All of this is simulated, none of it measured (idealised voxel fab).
The following process module bears the name voxel self aligned contacts.
In the cross-section labelled cut, the width is 265 nm and each square cell is 5 nm.
When this document writes out a cross-section, it uses a grid of square cells and lists it as bands, beginning at the top and moving down, with a band standing for one or more rows of cells. Band: top and bottom heights (nm) first, top before bottom; then materials from left to right, widths in nm. "full width" marks a sole material filling the band edge to edge. "empty" denotes empty space. Heads up on the height convention: 0 is the point under which the incoming wafer is all one material, and the lowest band has no bottom, it just keeps going down, like "from 0 down". A width given as "30 to 40" starts at the first number in the band's top row and ends at the second number in its bottom row, shifting by an equal amount at every step from row to row. "same as before" -> step changed no cross-section cell. "Closed cavities" specifies each empty space that is not open to the top and that occupies no fewer than 8 cells, using the form width x height at distance, the distance measured from the left edge and all three quantities in nm. Note: text after step settings on the step line = simulator remark on that step. The optional step-line setting "overlay nm" applies to steps with a mask and quantifies how far to the right of its planned location the mask lay, a negative value indicating leftward placement.

This section lists the process steps that were planned
1. RECEIVE: material Si
2. OXIDIZE: depth nm 5
3. DIRECTIONAL_DEP: material polySi, thk nm 30
4. DIRECTIONAL_DEP: material SiN, thk nm 20
5. DIRECTIONAL_DEP: material aC, thk nm 5
6. PATTERN: tone cover, mask id GATE, material resist, width nm 35, pitch nm 70, thk nm 30, overlay nm 0
7. DIRECTIONAL_ETCH: etch materials aC, depth nm 15
8. STRIP: etch materials resist
9. DIRECTIONAL_ETCH: etch materials SiN, depth nm 20
10. DIRECTIONAL_ETCH: etch materials polySi, depth nm 30
11. STRIP: etch materials aC
12. CONFORMAL_DEP: material SiN, thk nm 5
13. DIRECTIONAL_ETCH: etch materials SiN, depth nm 5
14. FILL_DEP: material SiO2, thk nm 10
15. CMP: height nm 55
16. PATTERN: tone open, mask id CONTACT, material resist, width nm 55, thk nm 15, overlay nm 0
17. DIRECTIONAL_ETCH: etch materials SiO2, depth nm 60
18. STRIP: etch materials resist
19. CONFORMAL_DEP: material TiN, thk nm 5
20. FILL_DEP: material Ru, thk nm 10
21. CMP: height nm 55
22. CONFORMAL_DEP: material SiN, thk nm 5
For this document, wafers share an identical start and vary in the step 5 thk nm; the plan quotes the first wafer's value.

As-received state after step 1, first of several wafers, cross-section
- from 0 down: Si full width
- Closed cavities: none

Heads up, this table goes wafer by wafer. A row tells you, at the end of the module, how many cells of each material that wafer has put on (+) or dropped (-) since it was received, and then its closed voids
thk nm 5 | +33 Ru | -53 Si | +149 SiN | +390 SiO2 | +33 TiN | +84 polySi | Closed cavities: none
thk nm 10 | +33 Ru | -53 Si | +149 SiN | +390 SiO2 | +33 TiN | +84 polySi | Closed cavities: none
thk nm 15 | +33 Ru | -53 Si | +149 SiN | +390 SiO2 | +33 TiN | +84 polySi | Closed cavities: none
thk nm 20 | -53 Si | +265 SiN | +95 SiO2 | +11 TiN | +318 polySi | Closed cavities: none
thk nm 25 | -53 Si | +265 SiN | +95 SiO2 | +11 TiN | +318 polySi | Closed cavities: none
thk nm 30 | -53 Si | +265 SiN | +95 SiO2 | +11 TiN | +318 polySi | Closed cavities: none
